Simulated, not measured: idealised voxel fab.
The following is a process module called voxel tone inversion.
It is cross-section cut that appears here, measuring 210 nm in width, its square cells being 5 nm in size.
In this document a cross-section is written as a grid of square cells. It is given as a series of bands, listed from the top down, and a band is one or more rows of cells. Top height, bottom height, nm. Materials left to right, width each, nm. Single material + "throughout" = fills band edge to edge. "air" = empty. Height datum 0, below which the as-received substrate wafer is one material. Lowest band open at the bottom, running downward: "0 nm and below". The notation "30..40" denotes a width that varies across the rows of cells in the band, beginning at the first number in the top row, finishing at the second number in the bottom row, and changing by an identical amount from each row to the next. No cell of the cross-section changed in a step that is given as "nothing altered". Entry "Sealed-off cavities". Content: empty spaces with no open connection to the top, size 8 cells or greater. Each: width x height at distance. Distance: from left edge. Unit: nm. after a step's settings: what the simulator itself notes on the step. Steps that use a mask can have "overlay nm" on their line. It says how far the mask sat to the right of where it was meant to be. Negative means to the left.
Process steps (planned):
- 1: RECEIVE | material Si
- 2: CONFORMAL_DEP | material SiCN | thk nm 5
- 3: DIRECTIONAL_DEP | material aC | thk nm 25
- 4: PATTERN | tone cover | mask id POSTS | material resist | width nm 15 | pitch nm 40 | thk nm 30 | overlay nm 0
- 5: DIRECTIONAL_ETCH | etch materials aC | depth nm 25
- 6: STRIP | etch materials resist
- 7: FILL_DEP | material lowk | thk nm 5
- 8: CMP | height nm 30
- 9: STRIP | etch materials aC
- 10: CONFORMAL_DEP | material TiN | thk nm 5
- 11: FILL_DEP | material Ru | thk nm 10
- 12: CMP | height nm 30
- 13: CONFORMAL_DEP | material SiCN | thk nm 5
The value of thk nm given for step 10 in the plan refers to the first wafer; the wafers vary in this setting and are alike at the start.
Cross-section of the first of several wafers on receipt, reflecting completion of step 1:
- 0 nm and below: Si throughout
- Sealed-off cavities: none
First wafer of several, cross-section, module end, after step 13 (last):
- 35 nm to 30 nm: SiCN throughout
- 30 nm to 10 nm: 75 of lowk, 5 of TiN, 5 of Ru, 5 of TiN, 25 of lowk, 5 of TiN, 5 of Ru, 5 of TiN, 80 of lowk
- 10 nm to 5 nm: 75 of lowk, 15 of TiN, 25 of lowk, 15 of TiN, 80 of lowk
- 5 nm to 0 nm: SiCN throughout
- 0 nm and below: Si throughout
- Sealed-off cavities: none
Cross-section of the last wafer at end of module:
- 35 nm to 30 nm: SiCN throughout
- 30 nm to 5 nm: 75 of lowk, 15 of TiN, 25 of lowk, 15 of TiN, 80 of lowk
- 5 nm to 0 nm: SiCN throughout
- 0 nm and below: Si throughout
- Sealed-off cavities: none
Per-wafer rows below. For each material: cells gained (+) or lost (-) since the wafer was received, as of end of module. Then: closed voids:
thk nm 5, +8 Ru, +84 SiCN, +22 TiN, +180 lowk, Sealed-off cavities: none
thk nm 10, +84 SiCN, +30 TiN, +180 lowk, Sealed-off cavities: none
thk nm 15, +84 SiCN, +30 TiN, +180 lowk, Sealed-off cavities: none
thk nm 20, +84 SiCN, +30 TiN, +180 lowk, Sealed-off cavities: none
